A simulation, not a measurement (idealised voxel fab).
Process module, titled voxel transistor to metal
Square cell edge 5 nm, section width 140 nm, ID cut.
Bands, listed from the top down, are how a cross-section gets written in this document; the cross-section itself is a grid of square cells, and a band is one or more rows of them.
Quick guide to a band line: top height, bottom height (nm) up front; then every material left to right with its width in nm. Only one material and it's marked "full width"? Then it fills the band edge to edge. And "air" just means empty space.
Heads up on the height convention: 0 is the point under which the incoming wafer is all one material, and the lowest band has no bottom, it just keeps going down, like "0 and below".
A width given as "30..40" starts at the first number in the band's top row and ends at the second number in its bottom row, shifting by an equal amount at every step from row to row.
Take "left unchanged" at face value: in the step it is given for, the cross-section changed in none of its cells.
Basically, "Closed empty spaces" tells you about the enclosed voids: empty spaces with no open way to the top, 8 cells or bigger, each written width x height at distance, where distance is from the left edge, all in nm.
Anything after a step's settings on that line? It's the simulator's own note about the step.
"overlay nm" on a masked step: distance the mask lay right of its planned place, negative for left.
# The steps planned for the process are as follows
step 1: RECEIVE: material Si
step 2: CONFORMAL_DEP: material SiO2, thk nm 5
step 3: CONFORMAL_DEP: material SiN, thk nm 15
step 4: PATTERN: tone cover, mask id ACTIVE, material resist, width nm 105, thk nm 20, overlay nm 0
step 5: DIRECTIONAL_ETCH: etch materials SiN, depth nm 15
step 6: DIRECTIONAL_ETCH: etch materials SiO2, depth nm 5
step 7: DIRECTIONAL_ETCH: etch materials Si, depth nm 30
step 8: STRIP: etch materials resist
step 9: FILL_DEP: material SiO2, thk nm 5
step 10: CMP: height nm 20
step 11: SELECTIVE_ETCH: etch materials SiO2, depth nm 5
step 12: STRIP: etch materials SiN
step 13: SELECTIVE_ETCH: etch materials SiO2, depth nm 5
step 14: OXIDIZE: depth nm 5
step 15: DIRECTIONAL_DEP: material polySi, thk nm 25
step 16: DIRECTIONAL_DEP: material SiCN, thk nm 10
step 17: DIRECTIONAL_DEP: material aC, thk nm 15
step 18: PATTERN: tone cover, mask id GATE, material resist, width nm 15, thk nm 30, overlay nm 0
step 19: DIRECTIONAL_ETCH: etch materials aC, depth nm 15
step 20: STRIP: etch materials resist
step 21: DIRECTIONAL_ETCH: etch materials SiCN, depth nm 20
step 22: DIRECTIONAL_ETCH: etch materials polySi, depth nm 35
step 23: STRIP: etch materials aC
step 24: CONFORMAL_DEP: material SiN, thk nm 10
step 25: DIRECTIONAL_ETCH: etch materials SiN, depth nm 10
step 26: DIRECTIONAL_ETCH: etch materials SiO2, depth nm 5
step 27: EPI: material pSi, thk nm 5
step 28: FILL_DEP: material SiO2, thk nm 5
step 29: CMP: height nm 35
step 30: DIRECTIONAL_DEP: material SiO2, thk nm 10
step 31: DIRECTIONAL_DEP: material aC, thk nm 15
step 32: PATTERN: tone open, mask id CONTACT, material resist, width nm 20, pitch nm 65, thk nm 30, overlay nm 0
step 33: DIRECTIONAL_ETCH: etch materials aC, depth nm 15
step 34: STRIP: etch materials resist
step 35: DIRECTIONAL_ETCH: etch materials SiO2, depth nm 45
step 36: STRIP: etch materials aC
step 37: CONFORMAL_DEP: material TiN, thk nm 5
step 38: FILL_DEP: material W, thk nm 5
step 39: CMP: height nm 45
step 40: DIRECTIONAL_DEP: material TiN, thk nm 5
step 41: DIRECTIONAL_DEP: material W, thk nm 20
step 42: MASKED_ETCH: tone cover, mask id METAL_1, width nm 20, pitch nm 65, etch materials W, depth nm 20, overlay nm 0
step 43: MASKED_ETCH: tone cover, mask id METAL_1, width nm 20, pitch nm 65, etch materials TiN, depth nm 5, overlay nm 0
step 44: CONFORMAL_DEP: material SiCN, thk nm 5
step 45: FILL_DEP: material SiO2, thk nm 10
step 46: CMP: height nm 70
step 47: CONFORMAL_DEP: material SiCN, thk nm 5
# Cross-sectional view of the wafer in its as-received condition, corresponding to the state after step 1
* 0 and below = Si full width
* Closed empty spaces: none
# The cross-section shown corresponds to the wafer at the conclusion of the module. The initial structure and the process plan are those presented above; however, one mistake occurred in executing the plan
* 75 down to 70 = SiCN full width
* 70 down to 50 = 20 of SiO2  5 of SiCN  20 of W  5 of SiCN  35 of SiO2  5 of SiCN  20 of W  5 of SiCN  25 of SiO2
* 50 down to 45 = 25 of SiCN  20 of TiN  45 of SiCN  20 of TiN  30 of SiCN
* 45 down to 35 = 25 of SiO2  5 of SiN  10 of W  5 of SiN  45 of SiO2  5 of SiN  10 of W  5 of SiN  30 of SiO2
* 35 down to 25 = 25 of SiO2  5 of SiN  10 of W  5 of SiN  5 of SiO2  10 of SiN  15 of SiCN  10 of SiN  5 of SiO2  5 of SiN  10 of W  5 of SiN  30 of SiO2
* 25 down to 10 = 25 of SiO2  5 of SiN  10 of W  5 of SiN  5 of SiO2  10 of SiN  15 of polySi  10 of SiN  5 of SiO2  5 of SiN  10 of W  5 of SiN  30 of SiO2
* 10 down to 5 = 10 of SiO2  10 of SiN  5 of SiO2  5 of SiN  10 of W  5 of SiN  5 of SiO2  10 of SiN  15 of polySi  10 of SiN  5 of SiO2  5 of SiN  10 of W  5 of SiN  5 of SiO2  10 of SiN  15 of SiO2
* 5 down to 0 = 10 of SiO2  10 of SiN  5 of SiO2  20 of SiN  5 of SiO2  10 of SiN  15 of polySi  10 of SiN  5 of SiO2  20 of SiN  5 of SiO2  10 of SiN  15 of SiO2
* 0 down to -5 = 20 of SiO2  30 of pSi  35 of SiO2  30 of pSi  25 of SiO2
* -5 down to -30 = 15 of SiO2  105 of Si  20 of SiO2
* -30 and below = Si full width
* Closed empty spaces: none
What broke from the plan during processing? step 37 was run on a setting that differed from the plan, and what really ran there is CONFORMAL_DEP: material SiN, thk nm 5
